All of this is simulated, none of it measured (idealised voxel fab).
Name of the process module below: voxel capacitor over wiring
It is cross-section cut that appears here, measuring 190 nm in width, its square cells being 5 nm in size.
Heads up, the way a cross-section reads in here is a grid of square cells, handed over as bands from the top down, with every band being one or more rows of cells.
Within each band entry, the heights of the top and of the bottom of the band appear first, in that order and in nm; the materials of the band then follow from left to right, each with its corresponding width in nm. The designation "edge to edge" on a single material indicates that it fills the band from edge to edge; the designation "blank" indicates empty space.
Note: height 0 marks the level under which the wafer is uniformly one material as received. Lowest band unbounded below, written "top 0, no bottom".
With a width like "30..40", each row of cells in the band differs from the next by the same amount, the top row carrying the first number and the bottom row the second.
Step marked "nothing was modified"? Then no cell in the cross-section changed in it.
The label "Closed void entries" introduces a list of the empty spaces, 8 cells or larger, that have no open way up to the top; each entry in it reads width x height at distance, where the distance is taken from the left edge and all three are stated in nm.
Whatever follows a step's settings on its line is a remark the simulator itself makes about that step.
"overlay nm" answers the question of how far to the right of plan the mask lay on a step that has a mask, and when it is negative the answer is to the left.
**The process steps that were planned are listed below**
step 1: RECEIVE with material Si
step 2: CONFORMAL_DEP with material SiO2, thk nm 15
step 3: CONFORMAL_DEP with material SiCN, thk nm 5
step 4: DIRECTIONAL_DEP with material lowk, thk nm 20
step 5: PATTERN with tone open, mask id METAL_1, material resist, width nm 30, pitch nm 95, thk nm 15, overlay nm 0
step 6: DIRECTIONAL_ETCH with etch materials lowk, depth nm 10
step 7: DIRECTIONAL_ETCH with etch materials SiCN, depth nm 5
step 8: STRIP with etch materials resist
step 9: CONFORMAL_DEP with material TiN, thk nm 5
step 10: FILL_DEP with material Ru, thk nm 5
step 11: CMP with height nm 40
step 12: EPI with material Ru, thk nm 5
step 13: FILL_DEP with material SiCN, thk nm 5
step 14: DIRECTIONAL_DEP with material SiO2, thk nm 10
step 15: PATTERN with tone open, mask id PLUG_1, material resist, width nm 15, thk nm 15, overlay nm 0
step 16: DIRECTIONAL_ETCH with etch materials SiO2, depth nm 10
step 17: DIRECTIONAL_ETCH with etch materials SiCN, depth nm 5
step 18: STRIP with etch materials resist
step 19: EPI with material Ru, thk nm 10
step 20: EPI with material Ru, thk nm 5
step 21: DIRECTIONAL_DEP with material TiN, thk nm 10
step 22: DIRECTIONAL_DEP with material HfO2, thk nm 5
step 23: DIRECTIONAL_DEP with material TiN, thk nm 5
step 24: PATTERN with tone cover, mask id UPPER_PLATE, material resist, width nm 70, thk nm 15, overlay nm 0
step 25: DIRECTIONAL_ETCH with etch materials TiN, depth nm 5
step 26: DIRECTIONAL_ETCH with etch materials HfO2, depth nm 5
step 27: STRIP with etch materials resist
step 28: MASKED_ETCH with tone cover, mask id LOWER_PLATE, width nm 80, etch materials TiN, depth nm 10, overlay nm 0
step 29: FILL_DEP with material SiO2, thk nm 15
step 30: CMP with height nm 90
step 31: DIRECTIONAL_DEP with material aC, thk nm 15
step 32: PATTERN with tone open, mask id PLUG_2, material resist, width nm 15, thk nm 35, overlay nm 0
step 33: DIRECTIONAL_ETCH with etch materials aC, depth nm 15
step 34: STRIP with etch materials resist
step 35: DIRECTIONAL_ETCH with etch materials SiO2, depth nm 10
step 36: STRIP with etch materials aC
step 37: CONFORMAL_DEP with material TiN, thk nm 5
step 38: FILL_DEP with material Ru, thk nm 5
step 39: CMP with height nm 90
step 40: CONFORMAL_DEP with material SiCN, thk nm 5
For this document, wafers share an identical start and vary in the step 6 depth nm; the plan quotes the first wafer's value.
**As received, i.e. after step 1: cross-section through the first of several wafers**
top 0, no bottom | Si edge to edge
Closed void entries: none
**So in this table every wafer gets its own row, and what you see is where it stands at the end of the module: for each material, how many cells it picked up (+) or gave up (-) since we received it, and after that its closed voids**
depth nm 10; +14 HfO2; +34 Ru; +133 SiCN; +346 SiO2; +67 TiN; +128 lowk; Closed void entries: none
depth nm 15; +14 HfO2; +42 Ru; +133 SiCN; +346 SiO2; +71 TiN; +116 lowk; Closed void entries: none
depth nm 20; +14 HfO2; +58 Ru; +121 SiCN; +346 SiO2; +79 TiN; +104 lowk; Closed void entries: none
depth nm 25; +14 HfO2; +58 Ru; +121 SiCN; +346 SiO2; +79 TiN; +104 lowk; Closed void entries: none
depth nm 30; +14 HfO2; +58 Ru; +121 SiCN; +346 SiO2; +79 TiN; +104 lowk; Closed void entries: none
depth nm 35; +14 HfO2; +58 Ru; +121 SiCN; +346 SiO2; +79 TiN; +104 lowk; Closed void entries: none
